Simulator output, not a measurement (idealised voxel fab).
process module | voxel air gaps
We display cut, a cross-section 295 nm in width whose square cells are each 5 nm.
Think of the cross-section as a grid of square cells. We describe it in bands, top to bottom, and each band covers one or more rows of those cells.
Per band: top height and bottom height in nm, followed by the left-to-right materials and their widths in nm; "all across" marks a single material spanning edge to edge, "air" marks empty space.
Zero point of the height axis is 0; under it, received wafer = one material. Lowest band: continues down indefinitely, "0 nm and below".
Width "30 to 40": first value at the band's top row of cells, second value at its bottom row, equal change from row to row.
When a step is marked "no change occurred", none of the cells in the cross-section changed during that step.
The entry titled "Closed void inventory" provides the empty spaces that have no open way to the top, restricted to those of 8 cells or more. Each is presented as width x height at distance, the distance being measured from the left edge, with all three in nm.
Heads up: the bit after the settings on a step's line is the simulator's remark on that step.
Among the settings permitted on a step's line is "overlay nm"; applied to a step with a mask, it specifies the extent to which the mask lay to the right of its planned position, whereas a negative figure signifies a position to the left.
-- Steps planned for the process
1: RECEIVE | material Si
2: CONFORMAL_DEP | material SiO2 | thk nm 15
3: CONFORMAL_DEP | material SiCN | thk nm 5
4: DIRECTIONAL_DEP | material lowk | thk nm 40
5: MASKED_ETCH | tone open | mask id LINES | width nm 15 | pitch nm 50 | etch materials lowk | depth nm 40 | overlay nm 0
6: CONFORMAL_DEP | material TiN | thk nm 5
7: FILL_DEP | material W | thk nm 5
8: CMP | height nm 60
9: EPI | material Ru | thk nm 10
10: SELECTIVE_ETCH | etch materials lowk | depth nm 50
11: CONFORMAL_DEP | material SiCN | thk nm 5
Every wafer here starts from the same state; it is the step 5 width nm that distinguishes them, and the value the plan gives belongs to the first wafer.
-- Cross-sectional view of the first of several wafers in the as-received condition, corresponding to the state following step 1
0 nm and below  Si all across
Closed void inventory: none
-- For your reference, the table is organized with a row per wafer; each row reflects the wafer at the end of the module, indicating for each material the cells gained (+) or lost (-) since receipt, and thereafter its closed voids
width nm 15, +56 Ru, +230 SiCN, +177 SiO2, +68 TiN, +28 W, Closed void inventory: none
width nm 20, +64 Ru, +230 SiCN, +177 SiO2, +72 TiN, +56 W, Closed void inventory: 20 x 30 at 85; 20 x 30 at 135; 20 x 30 at 185
width nm 25, +72 Ru, +218 SiCN, +177 SiO2, +76 TiN, +84 W, Closed void inventory: 15 x 30 at 90; 15 x 30 at 140; 15 x 30 at 190
width nm 30, +80 Ru, +146 SiCN, +177 SiO2, +80 TiN, +112 W, +96 lowk, Closed void inventory: none
width nm 35, +82 Ru, +146 SiCN, +177 SiO2, +84 TiN, +140 W, +72 lowk, Closed void inventory: none
